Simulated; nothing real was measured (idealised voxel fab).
Name of the process module below: voxel wiring stack
This is section cut - it's 270 nm across, gridded in 5 nm square cells.
In this document a cross-section is written as a grid of square cells. It is given as a series of bands, listed from the top down, and a band is one or more rows of cells.
What a band's entry tells you: where the top is and where the bottom is, as heights in nm, and after that what lies inside, material by material from left to right, each with its width in nm. Empty space is written as the word "blank", and a single material marked with the word "everywhere" occupies the band from edge to edge.
The reference from which all heights are counted is 0, the level beneath which the as-received wafer is entirely one material; the lowest band, having no lower bound, proceeds downward and is written after the example "0 -> down".
Think of "30->40" as a width that walks from the first number to the second as you go down the band, top row to bottom row, taking equal-sized steps from row to row.
"everything unchanged" for a step: no cell of the cross-section changed in that step.
"Closed empty spaces": sealed empty spaces, 8 cells or more, no open way to top, listed width x height at distance, with distance from the left edge and width, height and distance in nm.
after a step's settings: what the simulator itself notes on the step
The optional step-line setting "overlay nm" applies to steps with a mask and quantifies how far to the right of its planned location the mask lay, a negative value indicating leftward placement.
### Intended process steps
1 RECEIVE, material Si
2 CONFORMAL_DEP, material SiO2, thk nm 15
3 CONFORMAL_DEP, material SiCN, thk nm 5
4 DIRECTIONAL_DEP, material SiO2, thk nm 15
5 PATTERN, tone open, mask id METAL_1, material resist, width nm 20, pitch nm 45, thk nm 15, overlay nm 0
6 DIRECTIONAL_ETCH, etch materials SiO2, depth nm 15
7 DIRECTIONAL_ETCH, etch materials SiCN, depth nm 5
8 STRIP, etch materials resist
9 CONFORMAL_DEP, material TiN, thk nm 5
10 FILL_DEP, material Cu, thk nm 10
11 CMP, height nm 35
12 CONFORMAL_DEP, material SiCN, thk nm 5
13 DIRECTIONAL_DEP, material SiO2, thk nm 35
14 PATTERN, tone open, mask id METAL_2_HOLES, material resist, width nm 15, pitch nm 90, thk nm 15, overlay nm 0
15 DIRECTIONAL_ETCH, etch materials SiO2, depth nm 35
16 STRIP, etch materials resist
17 PATTERN, tone open, mask id METAL_2, material resist, width nm 20, pitch nm 45, thk nm 15, overlay nm 0
18 DIRECTIONAL_ETCH, etch materials SiO2, depth nm 20
19 DIRECTIONAL_ETCH, etch materials SiCN, depth nm 5
20 STRIP, etch materials resist
21 CONFORMAL_DEP, material TiN, thk nm 5
22 FILL_DEP, material Cu, thk nm 5
23 CMP, height nm 75
24 CONFORMAL_DEP, material SiCN, thk nm 5
### The first of two wafers, run as planned
### Received-state cross-section, reflecting completion of step 1
  0 -> down = Si everywhere
  Closed empty spaces: none
### After step 2, in cross-section
  15 -> 0 = SiO2 everywhere
  Everything below 0 is unchanged.
### After step 3, in cross-section
  20 -> 15 = SiCN everywhere
  Everything below 15 is unchanged.
### After step 4, in cross-section
  35 -> 20 = SiO2 everywhere
  Everything below 20 is unchanged.
### After step 5, in cross-section
  50 -> 35 = 80 nm resist, 20 nm blank, 25 nm resist, 20 nm blank, 25 nm resist, 20 nm blank, 80 nm resist
  Everything below 35 is unchanged.
### After step 6, in cross-section
  50 -> 35 = 80 nm resist, 20 nm blank, 25 nm resist, 20 nm blank, 25 nm resist, 20 nm blank, 80 nm resist
  35 -> 20 = 80 nm SiO2, 20 nm blank, 25 nm SiO2, 20 nm blank, 25 nm SiO2, 20 nm blank, 80 nm SiO2
  Everything below 20 is unchanged.
### After step 7, in cross-section
  50 -> 35 = 80 nm resist, 20 nm blank, 25 nm resist, 20 nm blank, 25 nm resist, 20 nm blank, 80 nm resist
  35 -> 20 = 80 nm SiO2, 20 nm blank, 25 nm SiO2, 20 nm blank, 25 nm SiO2, 20 nm blank, 80 nm SiO2
  20 -> 15 = 80 nm SiCN, 20 nm blank, 25 nm SiCN, 20 nm blank, 25 nm SiCN, 20 nm blank, 80 nm SiCN
  Everything below 15 is unchanged.
### After step 8, in cross-section
  35 -> 20 = 80 nm SiO2, 20 nm blank, 25 nm SiO2, 20 nm blank, 25 nm SiO2, 20 nm blank, 80 nm SiO2
  Everything below 20 is unchanged.
### After step 9, in cross-section
  40 -> 35 = 85 nm TiN, 10 nm blank, 35 nm TiN, 10 nm blank, 35 nm TiN, 10 nm blank, 85 nm TiN
  35 -> 20 = 80 nm SiO2, 5 nm TiN, 10 nm blank, 5 nm TiN, 25 nm SiO2, 5 nm TiN, 10 nm blank, 5 nm TiN, 25 nm SiO2, 5 nm TiN, 10 nm blank, 5 nm TiN, 80 nm SiO2
  20 -> 15 = 80 nm SiCN, 20 nm TiN, 25 nm SiCN, 20 nm TiN, 25 nm SiCN, 20 nm TiN, 80 nm SiCN
  Everything below 15 is unchanged.
### After step 10, in cross-section
  50 -> 40 = Cu everywhere
  40 -> 35 = 85 nm TiN, 10 nm Cu, 35 nm TiN, 10 nm Cu, 35 nm TiN, 10 nm Cu, 85 nm TiN
  35 -> 20 = 80 nm SiO2, 5 nm TiN, 10 nm Cu, 5 nm TiN, 25 nm SiO2, 5 nm TiN, 10 nm Cu, 5 nm TiN, 25 nm SiO2, 5 nm TiN, 10 nm Cu, 5 nm TiN, 80 nm SiO2
  Everything below 20 is unchanged.
### After step 11, in cross-section
  35 -> 20 = 80 nm SiO2, 5 nm TiN, 10 nm Cu, 5 nm TiN, 25 nm SiO2, 5 nm TiN, 10 nm Cu, 5 nm TiN, 25 nm SiO2, 5 nm TiN, 10 nm Cu, 5 nm TiN, 80 nm SiO2
  Everything below 20 is unchanged.
### After step 12, in cross-section
  40 -> 35 = SiCN everywhere
  Everything below 35 is unchanged.
### After step 13, in cross-section
  75 -> 40 = SiO2 everywhere
  Everything below 40 is unchanged.
### After step 14, in cross-section
  90 -> 75 = 80 nm resist, 15 nm blank, 75 nm resist, 15 nm blank, 85 nm resist
  Everything below 75 is unchanged.
### After step 15, in cross-section
  90 -> 75 = 80 nm resist, 15 nm blank, 75 nm resist, 15 nm blank, 85 nm resist
  75 -> 40 = 80 nm SiO2, 15 nm blank, 75 nm SiO2, 15 nm blank, 85 nm SiO2
  Everything below 40 is unchanged.
### After step 16, in cross-section
  75 -> 40 = 80 nm SiO2, 15 nm blank, 75 nm SiO2, 15 nm blank, 85 nm SiO2
  Everything below 40 is unchanged.
### After step 17, in cross-section
  90 -> 75 = 80 nm resist, 20 nm blank, 25 nm resist, 20 nm blank, 25 nm resist, 20 nm blank, 80 nm resist
  Everything below 75 is unchanged.
### After step 18, in cross-section
  90 -> 75 = 80 nm resist, 20 nm blank, 25 nm resist, 20 nm blank, 25 nm resist, 20 nm blank, 80 nm resist
  75 -> 55 = 80 nm SiO2, 20 nm blank, 25 nm SiO2, 20 nm blank, 25 nm SiO2, 20 nm blank, 80 nm SiO2
  Everything below 55 is unchanged.
### After step 19, in cross-section
  90 -> 75 = 80 nm resist, 20 nm blank, 25 nm resist, 20 nm blank, 25 nm resist, 20 nm blank, 80 nm resist
  75 -> 55 = 80 nm SiO2, 20 nm blank, 25 nm SiO2, 20 nm blank, 25 nm SiO2, 20 nm blank, 80 nm SiO2
  55 -> 40 = 80 nm SiO2, 15 nm blank, 75 nm SiO2, 15 nm blank, 85 nm SiO2
  40 -> 35 = 80 nm SiCN, 15 nm blank, 75 nm SiCN, 15 nm blank, 85 nm SiCN
  Everything below 35 is unchanged.
### After step 20, in cross-section
  75 -> 55 = 80 nm SiO2, 20 nm blank, 25 nm SiO2, 20 nm blank, 25 nm SiO2, 20 nm blank, 80 nm SiO2
  Everything below 55 is unchanged.
### After step 21, in cross-section
  80 -> 75 = 85 nm TiN, 10 nm blank, 35 nm TiN, 10 nm blank, 35 nm TiN, 10 nm blank, 85 nm TiN
  75 -> 60 = 80 nm SiO2, 5 nm TiN, 10 nm blank, 5 nm TiN, 25 nm SiO2, 5 nm TiN, 10 nm blank, 5 nm TiN, 25 nm SiO2, 5 nm TiN, 10 nm blank, 5 nm TiN, 80 nm SiO2
  60 -> 55 = 80 nm SiO2, 5 nm TiN, 5 nm blank, 10 nm TiN, 25 nm SiO2, 20 nm TiN, 25 nm SiO2, 5 nm TiN, 5 nm blank, 10 nm TiN, 80 nm SiO2
  55 -> 40 = 80 nm SiO2, 5 nm TiN, 5 nm blank, 5 nm TiN, 75 nm SiO2, 5 nm TiN, 5 nm blank, 5 nm TiN, 85 nm SiO2
  40 -> 35 = 80 nm SiCN, 15 nm TiN, 75 nm SiCN, 15 nm TiN, 85 nm SiCN
  Everything below 35 is unchanged.
### After step 22, in cross-section
  85 -> 80 = Cu everywhere
  80 -> 75 = 85 nm TiN, 10 nm Cu, 35 nm TiN, 10 nm Cu, 35 nm TiN, 10 nm Cu, 85 nm TiN
  75 -> 60 = 80 nm SiO2, 5 nm TiN, 10 nm Cu, 5 nm TiN, 25 nm SiO2, 5 nm TiN, 10 nm Cu, 5 nm TiN, 25 nm SiO2, 5 nm TiN, 10 nm Cu, 5 nm TiN, 80 nm SiO2
  60 -> 55 = 80 nm SiO2, 5 nm TiN, 5 nm Cu, 10 nm TiN, 25 nm SiO2, 20 nm TiN, 25 nm SiO2, 5 nm TiN, 5 nm Cu, 10 nm TiN, 80 nm SiO2
  55 -> 40 = 80 nm SiO2, 5 nm TiN, 5 nm Cu, 5 nm TiN, 75 nm SiO2, 5 nm TiN, 5 nm Cu, 5 nm TiN, 85 nm SiO2
  Everything below 40 is unchanged.
### After step 23, in cross-section
  75 -> 60 = 80 nm SiO2, 5 nm TiN, 10 nm Cu, 5 nm TiN, 25 nm SiO2, 5 nm TiN, 10 nm Cu, 5 nm TiN, 25 nm SiO2, 5 nm TiN, 10 nm Cu, 5 nm TiN, 80 nm SiO2
  Everything below 60 is unchanged.
### After step 24, in cross-section
  80 -> 75 = SiCN everywhere
  Everything below 75 is unchanged.
### The second wafer was prepared from the same starting point and under the same plan as the first; its processing contained one mistake, and it remains indistinguishable from the first wafer up to and including step 2
At the planned end of step 3, the second wafer in cross-section: everything unchanged
### At the planned end of step 4, the second wafer in cross-section
  30 -> 0 = SiO2 everywhere
  Everything below 0 is unchanged.
### At the planned end of step 5, the second wafer in cross-section
  45 -> 30 = 80 nm resist, 20 nm blank, 25 nm resist, 20 nm blank, 25 nm resist, 20 nm blank, 80 nm resist
  Everything below 30 is unchanged.
### At the planned end of step 6, the second wafer in cross-section
  45 -> 30 = 80 nm resist, 20 nm blank, 25 nm resist, 20 nm blank, 25 nm resist, 20 nm blank, 80 nm resist
  30 -> 15 = 80 nm SiO2, 20 nm blank, 25 nm SiO2, 20 nm blank, 25 nm SiO2, 20 nm blank, 80 nm SiO2
  Everything below 15 is unchanged.
At the planned end of step 7, the second wafer in cross-section: everything unchanged
### At the planned end of step 8, the second wafer in cross-section
  30 -> 15 = 80 nm SiO2, 20 nm blank, 25 nm SiO2, 20 nm blank, 25 nm SiO2, 20 nm blank, 80 nm SiO2
  Everything below 15 is unchanged.
### At the planned end of step 9, the second wafer in cross-section
  35 -> 30 = 85 nm TiN, 10 nm blank, 35 nm TiN, 10 nm blank, 35 nm TiN, 10 nm blank, 85 nm TiN
  30 -> 20 = 80 nm SiO2, 5 nm TiN, 10 nm blank, 5 nm TiN, 25 nm SiO2, 5 nm TiN, 10 nm blank, 5 nm TiN, 25 nm SiO2, 5 nm TiN, 10 nm blank, 5 nm TiN, 80 nm SiO2
  20 -> 15 = 80 nm SiO2, 20 nm TiN, 25 nm SiO2, 20 nm TiN, 25 nm SiO2, 20 nm TiN, 80 nm SiO2
  Everything below 15 is unchanged.
### At the planned end of step 10, the second wafer in cross-section
  45 -> 35 = Cu everywhere
  35 -> 30 = 85 nm TiN, 10 nm Cu, 35 nm TiN, 10 nm Cu, 35 nm TiN, 10 nm Cu, 85 nm TiN
  30 -> 20 = 80 nm SiO2, 5 nm TiN, 10 nm Cu, 5 nm TiN, 25 nm SiO2, 5 nm TiN, 10 nm Cu, 5 nm TiN, 25 nm SiO2, 5 nm TiN, 10 nm Cu, 5 nm TiN, 80 nm SiO2
  Everything below 20 is unchanged.
### At the planned end of step 11, the second wafer in cross-section
  35 -> 30 = 85 nm TiN, 10 nm Cu, 35 nm TiN, 10 nm Cu, 35 nm TiN, 10 nm Cu, 85 nm TiN
  Everything below 30 is unchanged.
### At the planned end of step 12, the second wafer in cross-section
  40 -> 35 = SiCN everywhere
  Everything below 35 is unchanged.
### At the planned end of step 13, the second wafer in cross-section
  75 -> 40 = SiO2 everywhere
  Everything below 40 is unchanged.
### At the planned end of step 14, the second wafer in cross-section
  90 -> 75 = 80 nm resist, 15 nm blank, 75 nm resist, 15 nm blank, 85 nm resist
  Everything below 75 is unchanged.
### At the planned end of step 15, the second wafer in cross-section
  90 -> 75 = 80 nm resist, 15 nm blank, 75 nm resist, 15 nm blank, 85 nm resist
  75 -> 40 = 80 nm SiO2, 15 nm blank, 75 nm SiO2, 15 nm blank, 85 nm SiO2
  Everything below 40 is unchanged.
### At the planned end of step 16, the second wafer in cross-section
  75 -> 40 = 80 nm SiO2, 15 nm blank, 75 nm SiO2, 15 nm blank, 85 nm SiO2
  Everything below 40 is unchanged.
### At the planned end of step 17, the second wafer in cross-section
  90 -> 75 = 80 nm resist, 20 nm blank, 25 nm resist, 20 nm blank, 25 nm resist, 20 nm blank, 80 nm resist
  Everything below 75 is unchanged.
### At the planned end of step 18, the second wafer in cross-section
  90 -> 75 = 80 nm resist, 20 nm blank, 25 nm resist, 20 nm blank, 25 nm resist, 20 nm blank, 80 nm resist
  75 -> 55 = 80 nm SiO2, 20 nm blank, 25 nm SiO2, 20 nm blank, 25 nm SiO2, 20 nm blank, 80 nm SiO2
  Everything below 55 is unchanged.
### At the planned end of step 19, the second wafer in cross-section
  90 -> 75 = 80 nm resist, 20 nm blank, 25 nm resist, 20 nm blank, 25 nm resist, 20 nm blank, 80 nm resist
  75 -> 55 = 80 nm SiO2, 20 nm blank, 25 nm SiO2, 20 nm blank, 25 nm SiO2, 20 nm blank, 80 nm SiO2
  55 -> 40 = 80 nm SiO2, 15 nm blank, 75 nm SiO2, 15 nm blank, 85 nm SiO2
  40 -> 35 = 80 nm SiCN, 15 nm blank, 75 nm SiCN, 15 nm blank, 85 nm SiCN
  Everything below 35 is unchanged.
### At the planned end of step 20, the second wafer in cross-section
  75 -> 55 = 80 nm SiO2, 20 nm blank, 25 nm SiO2, 20 nm blank, 25 nm SiO2, 20 nm blank, 80 nm SiO2
  Everything below 55 is unchanged.
### At the planned end of step 21, the second wafer in cross-section
  80 -> 75 = 85 nm TiN, 10 nm blank, 35 nm TiN, 10 nm blank, 35 nm TiN, 10 nm blank, 85 nm TiN
  75 -> 60 = 80 nm SiO2, 5 nm TiN, 10 nm blank, 5 nm TiN, 25 nm SiO2, 5 nm TiN, 10 nm blank, 5 nm TiN, 25 nm SiO2, 5 nm TiN, 10 nm blank, 5 nm TiN, 80 nm SiO2
  60 -> 55 = 80 nm SiO2, 5 nm TiN, 5 nm blank, 10 nm TiN, 25 nm SiO2, 20 nm TiN, 25 nm SiO2, 5 nm TiN, 5 nm blank, 10 nm TiN, 80 nm SiO2
  55 -> 40 = 80 nm SiO2, 5 nm TiN, 5 nm blank, 5 nm TiN, 75 nm SiO2, 5 nm TiN, 5 nm blank, 5 nm TiN, 85 nm SiO2
  40 -> 35 = 80 nm SiCN, 15 nm TiN, 75 nm SiCN, 15 nm TiN, 85 nm SiCN
  Everything below 35 is unchanged.
### At the planned end of step 22, the second wafer in cross-section
  85 -> 80 = Cu everywhere
  80 -> 75 = 85 nm TiN, 10 nm Cu, 35 nm TiN, 10 nm Cu, 35 nm TiN, 10 nm Cu, 85 nm TiN
  75 -> 60 = 80 nm SiO2, 5 nm TiN, 10 nm Cu, 5 nm TiN, 25 nm SiO2, 5 nm TiN, 10 nm Cu, 5 nm TiN, 25 nm SiO2, 5 nm TiN, 10 nm Cu, 5 nm TiN, 80 nm SiO2
  60 -> 55 = 80 nm SiO2, 5 nm TiN, 5 nm Cu, 10 nm TiN, 25 nm SiO2, 20 nm TiN, 25 nm SiO2, 5 nm TiN, 5 nm Cu, 10 nm TiN, 80 nm SiO2
  55 -> 40 = 80 nm SiO2, 5 nm TiN, 5 nm Cu, 5 nm TiN, 75 nm SiO2, 5 nm TiN, 5 nm Cu, 5 nm TiN, 85 nm SiO2
  Everything below 40 is unchanged.
### At the planned end of step 23, the second wafer in cross-section
  75 -> 60 = 80 nm SiO2, 5 nm TiN, 10 nm Cu, 5 nm TiN, 25 nm SiO2, 5 nm TiN, 10 nm Cu, 5 nm TiN, 25 nm SiO2, 5 nm TiN, 10 nm Cu, 5 nm TiN, 80 nm SiO2
  Everything below 60 is unchanged.
### At the planned end of step 24, the second wafer in cross-section
  80 -> 75 = SiCN everywhere
  Everything below 75 is unchanged.
What went wrong in running the wafer? plan step 3 was not performed, having been skipped
at the end the second wafer has, in cells: SiCN -42, TiN +42
